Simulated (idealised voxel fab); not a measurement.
process module | voxel self aligned contacts
cross-section cut | 215 nm wide | cells 5 nm
A cross-section is a grid of square cells, given in bands from the top down. A band is one or more rows of cells.
Each band's line starts with the height of the band's top and of its bottom, in nm. Then come its materials from left to right, each with its width in nm. One material with "throughout" fills the band from edge to edge. "air" is empty space.
Height 0 is the level under which the wafer as received is all one material. The lowest band goes on downwards, as in "0 down".
A width such as "30 to 40" changes by the same amount from each row of cells to the next, from the band's top row to its bottom row.
"no change" after a step means that no cell of the cross-section changed.
closed voids: empty space of 8 cells or more with no open way to the top, each as width x height at its distance from the left edge, in nm
after a step's settings: what the simulator itself notes on the step
overlay nm, on a step with a mask: how far to the right of its planned place the mask lay; to the left if negative
plan
1 op RECEIVE | material Si
2 op OXIDIZE | depth nm 5
3 op DIRECTIONAL_DEP | material polySi | thk nm 20
4 op DIRECTIONAL_DEP | material SiN | thk nm 15
5 op DIRECTIONAL_DEP | material aC | thk nm 15
6 op PATTERN | tone cover | mask id GATE | material resist | width nm 30 | pitch nm 65 | thk nm 30 | overlay nm 0
7 op DIRECTIONAL_ETCH | etch materials aC | depth nm 15
8 op STRIP | etch materials resist
9 op DIRECTIONAL_ETCH | etch materials SiN | depth nm 15
10 op DIRECTIONAL_ETCH | etch materials polySi | depth nm 20
11 op STRIP | etch materials aC
12 op CONFORMAL_DEP | material SiN | thk nm 5
13 op DIRECTIONAL_ETCH | etch materials SiN | depth nm 5
14 op FILL_DEP | material SiO2 | thk nm 15
15 op CMP | height nm 45
16 op DIRECTIONAL_DEP | material aC | thk nm 10
17 op PATTERN | tone open | mask id CONTACT | material resist | width nm 45 | pitch nm 65 | thk nm 25 | overlay nm 0
18 op DIRECTIONAL_ETCH | etch materials aC | depth nm 10
19 op STRIP | etch materials resist
20 op DIRECTIONAL_ETCH | etch materials SiO2 | depth nm 50
21 op STRIP | etch materials aC
22 op CONFORMAL_DEP | material TiN | thk nm 5
23 op FILL_DEP | material W | thk nm 5
24 op CMP | height nm 45
25 op CONFORMAL_DEP | material SiN | thk nm 5
as received, after step 1
  0 down: Si throughout
  closed voids: none
a wafer at the end: this start, this plan, one mistake
  50 to 45: SiN throughout
  45 to 40: SiO2 50 | TiN 5 | W 35 | TiN 5 | SiO2 20 | TiN 5 | W 35 | TiN 5 | SiO2 55
  40 to 35: SiO2 50 | TiN 45 | SiO2 20 | TiN 45 | SiO2 55
  35 to 20: SiN 30 | SiO2 20 | SiN 45 | SiO2 20 | SiN 45 | SiO2 20 | SiN 35
  20 to 0: polySi 25 | SiN 5 | SiO2 20 | SiN 5 | polySi 35 | SiN 5 | SiO2 20 | SiN 5 | polySi 35 | SiN 5 | SiO2 20 | SiN 5 | polySi 30
  0 to -5: SiO2 throughout
  -5 down: Si throughout
  closed voids: none
what went wrong: step 6 ran as: op PATTERN | tone open | mask id GATE | material resist | width nm 30 | pitch nm 65 | thk nm 30 | overlay nm 0
